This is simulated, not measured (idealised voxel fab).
The following is a process module called voxel lift off.
The figure presents cross-section cut, which has a width of 295 nm and is divided into square cells with an edge length of 5 nm.
Reading order for cross-sections: top band down to bottom band. Underlying form: a grid of square cells. Band size: one or more rows of cells.
Top height, bottom height, nm. Materials left to right, width each, nm. Single material + "edge to edge" = fills band edge to edge. "blank" = empty.
A quick word on heights: they are counted from 0, and under that level the wafer as it came to us is one material throughout. The lowest band is different from the rest in having no bottom; it simply continues downward, written as in "0 nm and below".
The width entry "30->40" should be interpreted row by row: the top row of cells in the band takes the first number, the bottom row takes the second number, and the change between adjacent rows is uniform throughout.
What does "nothing altered" mean for a step? It means no cell of the cross-section changed in that step.
Voids not open to the top, 8 cells minimum: see "Fully enclosed voids". Written width x height at distance; distance is from the left edge; nm.
The remark found on a step's line after its settings is issued by the simulator itself and pertains to that step.
overlay nm: how far to the right of its planned place the mask lay on this masked step (negative: to the left).
# So here's the lineup of process steps we planned
1) RECEIVE, material Si
2) CONFORMAL_DEP, material Al2O3, thk nm 15
3) PATTERN, tone open, mask id LINES, material resist, width nm 30, pitch nm 55, thk nm 15, overlay nm 0
4) DIRECTIONAL_DEP, material Ru, thk nm 5
5) STRIP, etch materials resist
6) CONFORMAL_DEP, material SiO2, thk nm 10
# Cross-sectional view of the wafer in its as-received condition, corresponding to the state after step 1
  0 nm and below = Si edge to edge
  Fully enclosed voids: none
# The following cross-section depicts the wafer upon conclusion of the module. Processing commenced from the starting condition illustrated above and adhered to the plan illustrated above, save for one mistake in execution
  30 nm to 25 nm = 60 nm blank  50 nm SiO2  5 nm blank  50 nm SiO2  5 nm blank  50 nm SiO2  75 nm blank
  25 nm to 20 nm = SiO2 edge to edge
  20 nm to 15 nm = 70 nm SiO2  30 nm Ru  25 nm SiO2  30 nm Ru  25 nm SiO2  30 nm Ru  85 nm SiO2
  15 nm to 0 nm = Al2O3 edge to edge
  0 nm and below = Si edge to edge
  Fully enclosed voids: none
It is concluded that the wafer was processed incorrectly with respect to the plan, in that contrary to plan, step 3 was performed as PATTERN, tone open, mask id LINES, material resist, width nm 30, pitch nm 55, thk nm 15, overlay nm -5
